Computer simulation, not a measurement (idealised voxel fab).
The process module presented herein is designated voxel released beams.
Cross-sectional view cut (width: 270 nm; square cell size: 5 nm).
Just so we're on the same page, the cross-sections are grids of square cells, and they're listed out in bands top to bottom, each band one or more rows deep.
Basically the band line says how high the top is and how high the bottom is, in nm, and then what's in it from left to right, every material with its width in nm. Empty space shows up as "air", and if a single material carries "everywhere" it runs the full band edge to edge.
For the purposes of this specification, 0 denotes the height below which the wafer in its as-received condition is composed wholly of one material, and the lowermost band, lacking a lower limit, extends downward without end, as expressed in "0 -> down".
Think of "30->40" as a width that walks from the first number to the second as you go down the band, top row to bottom row, taking equal-sized steps from row to row.
"changes: none" (step): cross-section cells unchanged, all of them.
"Entrapped voids" contains a list of empty spaces, each no smaller than 8 cells and without an open way to the top, written in the form width x height at distance with the distance from the left edge and all three in nm.
If you see something after the settings on a step's line, that's the simulator's own remark about that step.
overlay nm: mask offset rightward from planned place, masked step; negative means leftward offset.

Planned step list for the process:
1,RECEIVE [material Si]
2,CONFORMAL_DEP [material Al2O3] [thk nm 5]
3,DIRECTIONAL_DEP [material SiO2] [thk nm 15]
4,DIRECTIONAL_DEP [material aC] [thk nm 10]
5,PATTERN [tone open] [mask id ANCHOR] [material resist] [width nm 35] [thk nm 30] [overlay nm 0]
6,DIRECTIONAL_ETCH [etch materials aC] [depth nm 10]
7,STRIP [etch materials resist]
8,DIRECTIONAL_ETCH [etch materials SiO2] [depth nm 15]
9,STRIP [etch materials aC]
10,CONFORMAL_DEP [material SiN] [thk nm 10]
11,DIRECTIONAL_DEP [material aC] [thk nm 10]
12,PATTERN [tone cover] [mask id BEAM] [material resist] [width nm 105] [thk nm 25] [overlay nm 0]
13,DIRECTIONAL_ETCH [etch materials aC] [depth nm 10]
14,STRIP [etch materials resist]
15,DIRECTIONAL_ETCH [etch materials SiN] [depth nm 10]
16,STRIP [etch materials aC]
17,STRIP [etch materials SiO2]

First of two wafers, with the run carried out as planned:

Cross-section of the incoming wafer, state after step 1:
- 0 -> down: Si everywhere
- Entrapped voids: none

Wafer after step 2 (cross-section):
- 5 -> 0: Al2O3 everywhere
- Everything below 0 is unchanged.

Wafer after step 3 (cross-section):
- 20 -> 5: SiO2 everywhere
- Everything below 5 is unchanged.

Wafer after step 4 (cross-section):
- 30 -> 20: aC everywhere
- Everything below 20 is unchanged.

Wafer after step 5 (cross-section):
- 60 -> 30: 85 nm resist, 35 nm air, 150 nm resist
- Everything below 30 is unchanged.

Wafer after step 6 (cross-section):
- 50 -> 30: 85 nm resist, 35 nm air, 150 nm resist
- 30 -> 20: 85 nm aC, 35 nm air, 150 nm aC
- Everything below 20 is unchanged.

Wafer after step 7 (cross-section):
- 30 -> 20: 85 nm aC, 35 nm air, 150 nm aC
- Everything below 20 is unchanged.

Wafer after step 8 (cross-section):
- 30 -> 20: 85 nm aC, 35 nm air, 150 nm aC
- 20 -> 5: 85 nm SiO2, 35 nm air, 150 nm SiO2
- Everything below 5 is unchanged.

Wafer after step 9 (cross-section):
- 20 -> 5: 85 nm SiO2, 35 nm air, 150 nm SiO2
- Everything below 5 is unchanged.

Wafer after step 10 (cross-section):
- 30 -> 20: 95 nm SiN, 15 nm air, 160 nm SiN
- 20 -> 15: 85 nm SiO2, 10 nm SiN, 15 nm air, 10 nm SiN, 150 nm SiO2
- 15 -> 5: 85 nm SiO2, 35 nm SiN, 150 nm SiO2
- Everything below 5 is unchanged.

Wafer after step 11 (cross-section):
- 40 -> 30: 95 nm aC, 15 nm air, 160 nm aC
- 30 -> 25: 95 nm SiN, 15 nm air, 160 nm SiN
- 25 -> 20: 95 nm SiN, 15 nm aC, 160 nm SiN
- 20 -> 15: 85 nm SiO2, 10 nm SiN, 15 nm aC, 10 nm SiN, 150 nm SiO2
- Everything below 15 is unchanged.

Wafer after step 12 (cross-section):
- 65 -> 40: 80 nm air, 105 nm resist, 85 nm air
- 40 -> 30: 95 nm aC, 15 nm resist, 160 nm aC
- 30 -> 25: 95 nm SiN, 15 nm resist, 160 nm SiN
- Everything below 25 is unchanged.

Wafer after step 13 (cross-section):
- 55 -> 40: 80 nm air, 105 nm resist, 85 nm air
- 40 -> 30: 80 nm air, 15 nm aC, 15 nm resist, 75 nm aC, 85 nm air
- Everything below 30 is unchanged.

Wafer after step 14 (cross-section):
- 40 -> 30: 80 nm air, 15 nm aC, 15 nm air, 75 nm aC, 85 nm air
- 30 -> 25: 95 nm SiN, 15 nm air, 160 nm SiN
- Everything below 25 is unchanged.

Wafer after step 15 (cross-section):
- 40 -> 30: 80 nm air, 15 nm aC, 15 nm air, 75 nm aC, 85 nm air
- 30 -> 25: 80 nm air, 15 nm SiN, 15 nm air, 75 nm SiN, 85 nm air
- 25 -> 20: 80 nm air, 15 nm SiN, 15 nm aC, 75 nm SiN, 85 nm air
- Everything below 20 is unchanged.

Wafer after step 16 (cross-section):
- 30 -> 20: 80 nm air, 15 nm SiN, 15 nm air, 75 nm SiN, 85 nm air
- 20 -> 15: 85 nm SiO2, 10 nm SiN, 15 nm air, 10 nm SiN, 150 nm SiO2
- Everything below 15 is unchanged.

Wafer after step 17 (cross-section):
- 30 -> 20: 80 nm air, 15 nm SiN, 15 nm air, 75 nm SiN, 85 nm air
- 20 -> 15: 85 nm air, 10 nm SiN, 15 nm air, 10 nm SiN, 150 nm air
- 15 -> 5: 85 nm air, 35 nm SiN, 150 nm air
- Everything below 5 is unchanged.

It is to be noted that the second wafer proceeded from the same initial state and according to the same plan as the first, although one mistake was committed in its execution; through step 1, inclusive, the two wafers share an identical history:

Cross-section of the second wafer at the time by which step 2 should have been completed according to the plan:
- 5 -> 0: SiN everywhere
- Everything below 0 is unchanged.

Cross-section of the second wafer at the time by which step 3 should have been completed according to the plan:
- 20 -> 5: SiO2 everywhere
- Everything below 5 is unchanged.

Cross-section of the second wafer at the time by which step 4 should have been completed according to the plan:
- 30 -> 20: aC everywhere
- Everything below 20 is unchanged.

Cross-section of the second wafer at the time by which step 5 should have been completed according to the plan:
- 60 -> 30: 85 nm resist, 35 nm air, 150 nm resist
- Everything below 30 is unchanged.

Cross-section of the second wafer at the time by which step 6 should have been completed according to the plan:
- 50 -> 30: 85 nm resist, 35 nm air, 150 nm resist
- 30 -> 20: 85 nm aC, 35 nm air, 150 nm aC
- Everything below 20 is unchanged.

Cross-section of the second wafer at the time by which step 7 should have been completed according to the plan:
- 30 -> 20: 85 nm aC, 35 nm air, 150 nm aC
- Everything below 20 is unchanged.

Cross-section of the second wafer at the time by which step 8 should have been completed according to the plan:
- 30 -> 20: 85 nm aC, 35 nm air, 150 nm aC
- 20 -> 5: 85 nm SiO2, 35 nm air, 150 nm SiO2
- Everything below 5 is unchanged.

Cross-section of the second wafer at the time by which step 9 should have been completed according to the plan:
- 20 -> 5: 85 nm SiO2, 35 nm air, 150 nm SiO2
- Everything below 5 is unchanged.

Cross-section of the second wafer at the time by which step 10 should have been completed according to the plan:
- 30 -> 20: 95 nm SiN, 15 nm air, 160 nm SiN
- 20 -> 15: 85 nm SiO2, 10 nm SiN, 15 nm air, 10 nm SiN, 150 nm SiO2
- 15 -> 5: 85 nm SiO2, 35 nm SiN, 150 nm SiO2
- Everything below 5 is unchanged.

Cross-section of the second wafer at the time by which step 11 should have been completed according to the plan:
- 40 -> 30: 95 nm aC, 15 nm air, 160 nm aC
- 30 -> 25: 95 nm SiN, 15 nm air, 160 nm SiN
- 25 -> 20: 95 nm SiN, 15 nm aC, 160 nm SiN
- 20 -> 15: 85 nm SiO2, 10 nm SiN, 15 nm aC, 10 nm SiN, 150 nm SiO2
- Everything below 15 is unchanged.

Cross-section of the second wafer at the time by which step 12 should have been completed according to the plan:
- 65 -> 40: 80 nm air, 105 nm resist, 85 nm air
- 40 -> 30: 95 nm aC, 15 nm resist, 160 nm aC
- 30 -> 25: 95 nm SiN, 15 nm resist, 160 nm SiN
- Everything below 25 is unchanged.

Cross-section of the second wafer at the time by which step 13 should have been completed according to the plan:
- 55 -> 40: 80 nm air, 105 nm resist, 85 nm air
- 40 -> 30: 80 nm air, 15 nm aC, 15 nm resist, 75 nm aC, 85 nm air
- Everything below 30 is unchanged.

Cross-section of the second wafer at the time by which step 14 should have been completed according to the plan:
- 40 -> 30: 80 nm air, 15 nm aC, 15 nm air, 75 nm aC, 85 nm air
- 30 -> 25: 95 nm SiN, 15 nm air, 160 nm SiN
- Everything below 25 is unchanged.

Cross-section of the second wafer at the time by which step 15 should have been completed according to the plan:
- 40 -> 30: 80 nm air, 15 nm aC, 15 nm air, 75 nm aC, 85 nm air
- 30 -> 25: 80 nm air, 15 nm SiN, 15 nm air, 75 nm SiN, 85 nm air
- 25 -> 20: 80 nm air, 15 nm SiN, 15 nm aC, 75 nm SiN, 85 nm air
- Everything below 20 is unchanged.

Cross-section of the second wafer at the time by which step 16 should have been completed according to the plan:
- 30 -> 20: 80 nm air, 15 nm SiN, 15 nm air, 75 nm SiN, 85 nm air
- 20 -> 15: 85 nm SiO2, 10 nm SiN, 15 nm air, 10 nm SiN, 150 nm SiO2
- Everything below 15 is unchanged.

Cross-section of the second wafer at the time by which step 17 should have been completed according to the plan:
- 30 -> 20: 80 nm air, 15 nm SiN, 15 nm air, 75 nm SiN, 85 nm air
- 20 -> 15: 85 nm air, 10 nm SiN, 15 nm air, 10 nm SiN, 150 nm air
- 15 -> 5: 85 nm air, 35 nm SiN, 150 nm air
- Everything below 5 is unchanged.
Deviation noted in wafer processing: step 2, actual vs plan mismatch, actual run CONFORMAL_DEP [material SiN] [thk nm 5]
In the final state, the cell counts of the second wafer exceed or fall short of those of the first for the following materials: Al2O3: 54 fewer | SiN: 54 more
